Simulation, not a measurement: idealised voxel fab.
This section sets out a process module, namely voxel fin reveal.
In the cross-section labelled cut, the width is 295 nm and each square cell is 5 nm.
Cross-section = grid of square cells, listed top down in bands; band = one or more rows.
The entry gives the band's vertical extent as a top height and a bottom height in nm, then its horizontal make-up as materials from left to right, each with a width in nm. "empty" stands for empty space; a single material marked "edge to edge" fills the band edge to edge.
Height datum 0, below which the as-received substrate wafer is one material. Lowest band open at the bottom, running downward: "0 and below".
You'd read "30 to 40" like this: the band's top row of cells is as wide as the first number, its bottom row is as wide as the second, and going down, every row changes width by the same amount as the row before did.
Where the words "no alteration" appear for a step, the cross-section shows no cell changed by that step; every cell remained as before.
Voids not open to the top, 8 cells minimum: see "Enclosed void list". Written width x height at distance; distance is from the left edge; nm.
On each step's line, the part that comes after the settings is the simulator's own comment on the step.
"overlay nm" answers the question of how far to the right of plan the mask lay on a step that has a mask, and when it is negative the answer is to the left.
# So here's the lineup of process steps we planned
| 1 | RECEIVE,material Si |
| 2 | CONFORMAL_DEP,material SiN,thk nm 10 |
| 3 | MASKED_ETCH,tone cover,mask id FINS,width nm 15,pitch nm 45,etch materials SiN,depth nm 10,overlay nm 0 |
| 4 | MASKED_ETCH,tone cover,mask id FINS,width nm 15,pitch nm 45,etch materials Si,depth nm 40,overlay nm 0 |
| 5 | OXIDIZE,depth nm 5 |
| 6 | FILL_DEP,material SiO2,thk nm 15 |
| 7 | CMP,height nm 10 |
| 8 | SELECTIVE_ETCH,etch materials SiO2,depth nm 25 |
| 9 | STRIP,etch materials SiN |
# As received (post step 1): cross-section
0 and below  Si edge to edge
Enclosed void list: none
# Wafer cross-section at module end: first of two, run to plan
0 down to -15  120 nm empty, then 5 nm Si, then 40 nm empty, then 5 nm Si, then 125 nm empty
-15 down to -45  120 nm SiO2, then 5 nm Si, then 40 nm SiO2, then 5 nm Si, then 125 nm SiO2
-45 and below  Si edge to edge
Enclosed void list: none
# Cross-section of the latter of the two wafers at module completion. It had an identical start and an identical plan to the former; in running it, one mistake was made
0 down to -5  110 nm Si, then 25 nm empty, then 20 nm Si, then 25 nm empty, then 115 nm Si
-5 and below  Si edge to edge
Enclosed void list: none
Misprocessing identified: for step 3, the planned setting was not used; the step was instead run as MASKED_ETCH,tone open,mask id FINS,width nm 15,pitch nm 45,etch materials SiN,depth nm 10,overlay nm 0
Heads up, by the end the second wafer has more or fewer cells of some materials compared to the first: Si: 503 more | SiO2: 342 fewer
